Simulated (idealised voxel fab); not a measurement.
Process module name: voxel air gaps
Square cells of 5 nm make up the cross-section cut, whose width is 165 nm.
A cross-section is written here as square cells arranged in a grid, and it is given in bands from the top down, each band taking up one or more rows of cells. Read a band's entry like this: the first values are the height of its top and the height of its bottom in nm, and what follows is the sequence of materials from left to right, each with its width in nm. Note that "blank" is empty space, and that a single material marked "throughout" reaches across the band from edge to edge. Height reference: 0 = level under which incoming wafer is all one material. Lowest band: no bottom, runs on downward, e.g. "0..down". Read "30 to 40" as a graded width: first number on top, second number at the bottom, same change between each pair of neighbouring rows. The cross-section has no changed cell in any step marked "no alteration". So "Closed void entries" is basically the list of trapped voids: any empty space of 8 cells or more that can't reach the top through an opening. They're written width x height at distance, the distance being from the left edge, and it's all nm. Post-settings text on a step line: simulator's own remark regarding the step. overlay nm: for a step with a mask, the amount by which the mask lay right of where it was planned; a negative amount means left of it.
## Below is the list of planned process steps
1) RECEIVE [material Si]
2) CONFORMAL_DEP [material SiO2] [thk nm 15]
3) CONFORMAL_DEP [material SiCN] [thk nm 5]
4) DIRECTIONAL_DEP [material lowk] [thk nm 30]
5) DIRECTIONAL_DEP [material aC] [thk nm 10]
6) PATTERN [tone open] [mask id LINES] [material resist] [width nm 20] [pitch nm 45] [thk nm 25] [overlay nm 0]
7) DIRECTIONAL_ETCH [etch materials aC] [depth nm 10]
8) STRIP [etch materials resist]
9) DIRECTIONAL_ETCH [etch materials lowk] [depth nm 30]
10) STRIP [etch materials aC]
11) CONFORMAL_DEP [material TiN] [thk nm 5]
12) FILL_DEP [material Ru] [thk nm 5]
13) CMP [height nm 50]
14) EPI [material Ru] [thk nm 10]
15) SELECTIVE_ETCH [etch materials lowk] [depth nm 40]
16) CONFORMAL_DEP [material SiCN] [thk nm 5]
## On the first of the two wafers: run conducted according to plan
## Received-state cross-section, reflecting completion of step 1
> 0..down: Si throughout
> Closed void entries: none
## Cross-section through the wafer, step 2 finished
> 15..0: SiO2 throughout
> Unchanged below 0.
## Cross-section through the wafer, step 3 finished
> 20..15: SiCN throughout
> Unchanged below 15.
## Cross-section through the wafer, step 4 finished
> 50..20: lowk throughout
> Unchanged below 20.
## Cross-section through the wafer, step 5 finished
> 60..50: aC throughout
> Unchanged below 50.
## Cross-section through the wafer, step 6 finished
> 85..60: resist 25, blank 20, resist 25, blank 20, resist 25, blank 20, resist 30
> Unchanged below 60.
## Cross-section through the wafer, step 7 finished
> 75..60: resist 25, blank 20, resist 25, blank 20, resist 25, blank 20, resist 30
> 60..50: aC 25, blank 20, aC 25, blank 20, aC 25, blank 20, aC 30
> Unchanged below 50.
## Cross-section through the wafer, step 8 finished
> 60..50: aC 25, blank 20, aC 25, blank 20, aC 25, blank 20, aC 30
> Unchanged below 50.
## Cross-section through the wafer, step 9 finished
> 60..50: aC 25, blank 20, aC 25, blank 20, aC 25, blank 20, aC 30
> 50..20: lowk 25, blank 20, lowk 25, blank 20, lowk 25, blank 20, lowk 30
> Unchanged below 20.
## Cross-section through the wafer, step 10 finished
> 50..20: lowk 25, blank 20, lowk 25, blank 20, lowk 25, blank 20, lowk 30
> Unchanged below 20.
## Cross-section through the wafer, step 11 finished
> 55..50: TiN 30, blank 10, TiN 35, blank 10, TiN 35, blank 10, TiN 35
> 50..25: lowk 25, TiN 5, blank 10, TiN 5, lowk 25, TiN 5, blank 10, TiN 5, lowk 25, TiN 5, blank 10, TiN 5, lowk 30
> 25..20: lowk 25, TiN 20, lowk 25, TiN 20, lowk 25, TiN 20, lowk 30
> Unchanged below 20.
## Cross-section through the wafer, step 12 finished
> 60..55: Ru throughout
> 55..50: TiN 30, Ru 10, TiN 35, Ru 10, TiN 35, Ru 10, TiN 35
> 50..25: lowk 25, TiN 5, Ru 10, TiN 5, lowk 25, TiN 5, Ru 10, TiN 5, lowk 25, TiN 5, Ru 10, TiN 5, lowk 30
> Unchanged below 25.
## Cross-section through the wafer, step 13 finished
> 50..25: lowk 25, TiN 5, Ru 10, TiN 5, lowk 25, TiN 5, Ru 10, TiN 5, lowk 25, TiN 5, Ru 10, TiN 5, lowk 30
> Unchanged below 25.
## Cross-section through the wafer, step 14 finished
> 60..50: blank 15, Ru 40, blank 5, Ru 40, blank 5, Ru 40, blank 20
> Unchanged below 50.
## Cross-section through the wafer, step 15 finished
> 60..50: blank 15, Ru 40, blank 5, Ru 40, blank 5, Ru 40, blank 20
> 50..25: blank 25, TiN 5, Ru 10, TiN 5, blank 25, TiN 5, Ru 10, TiN 5, blank 25, TiN 5, Ru 10, TiN 5, blank 30
> 25..20: blank 25, TiN 20, blank 25, TiN 20, blank 25, TiN 20, blank 30
> Unchanged below 20.
## Cross-section through the wafer, step 16 finished
> 65..60: blank 10, SiCN 140, blank 15
> 60..50: blank 10, SiCN 5, Ru 40, SiCN 5, Ru 40, SiCN 5, Ru 40, SiCN 5, blank 15
> 50..45: blank 10, SiCN 15, TiN 5, Ru 10, TiN 5, SiCN 25, TiN 5, Ru 10, TiN 5, SiCN 25, TiN 5, Ru 10, TiN 5, SiCN 15, blank 15
> 45..25: blank 20, SiCN 5, TiN 5, Ru 10, TiN 5, SiCN 5, blank 15, SiCN 5, TiN 5, Ru 10, TiN 5, SiCN 5, blank 15, SiCN 5, TiN 5, Ru 10, TiN 5, SiCN 5, blank 25
> 25..20: SiCN 25, TiN 20, SiCN 25, TiN 20, SiCN 25, TiN 20, SiCN 30
> Unchanged below 20.
> Closed void entries: 15 x 20 at 50; 15 x 20 at 95
## The remaining wafer, second of the two, started like the first and was run to the same plan, except that one mistake was made along the way; the two coincide through step 2, inclusive
Planned end of step 3: second wafer, cross-section: no alteration
## Planned end of step 4: second wafer, cross-section
> 45..15: lowk throughout
> Unchanged below 15.
## Planned end of step 5: second wafer, cross-section
> 55..45: aC throughout
> Unchanged below 45.
## Planned end of step 6: second wafer, cross-section
> 80..55: resist 25, blank 20, resist 25, blank 20, resist 25, blank 20, resist 30
> Unchanged below 55.
## Planned end of step 7: second wafer, cross-section
> 70..55: resist 25, blank 20, resist 25, blank 20, resist 25, blank 20, resist 30
> 55..45: aC 25, blank 20, aC 25, blank 20, aC 25, blank 20, aC 30
> Unchanged below 45.
## Planned end of step 8: second wafer, cross-section
> 55..45: aC 25, blank 20, aC 25, blank 20, aC 25, blank 20, aC 30
> Unchanged below 45.
## Planned end of step 9: second wafer, cross-section
> 55..45: aC 25, blank 20, aC 25, blank 20, aC 25, blank 20, aC 30
> 45..15: lowk 25, blank 20, lowk 25, blank 20, lowk 25, blank 20, lowk 30
> Unchanged below 15.
## Planned end of step 10: second wafer, cross-section
> 45..15: lowk 25, blank 20, lowk 25, blank 20, lowk 25, blank 20, lowk 30
> Unchanged below 15.
## Planned end of step 11: second wafer, cross-section
> 50..45: TiN 30, blank 10, TiN 35, blank 10, TiN 35, blank 10, TiN 35
> 45..20: lowk 25, TiN 5, blank 10, TiN 5, lowk 25, TiN 5, blank 10, TiN 5, lowk 25, TiN 5, blank 10, TiN 5, lowk 30
> 20..15: lowk 25, TiN 20, lowk 25, TiN 20, lowk 25, TiN 20, lowk 30
> Unchanged below 15.
## Planned end of step 12: second wafer, cross-section
> 55..50: Ru throughout
> 50..45: TiN 30, Ru 10, TiN 35, Ru 10, TiN 35, Ru 10, TiN 35
> 45..20: lowk 25, TiN 5, Ru 10, TiN 5, lowk 25, TiN 5, Ru 10, TiN 5, lowk 25, TiN 5, Ru 10, TiN 5, lowk 30
> Unchanged below 20.
## Planned end of step 13: second wafer, cross-section
> 50..45: TiN 30, Ru 10, TiN 35, Ru 10, TiN 35, Ru 10, TiN 35
> Unchanged below 45.
## Planned end of step 14: second wafer, cross-section
> 60..50: Ru throughout
> Unchanged below 50.
Planned end of step 15: second wafer, cross-section: no alteration
## Planned end of step 16: second wafer, cross-section
> 65..60: SiCN throughout
> Unchanged below 60.
Which mistake was made when the wafer was run? step 3 of the plan was excluded from execution and never run
Bottom line after processing is that, in cells, the second wafer is up or down on some materials versus the first: Ru: 24 more; SiCN: 97 fewer; TiN: 27 more; lowk: 126 more
At process end, closed voids number 2 in the first wafer and 0 in the second wafer.
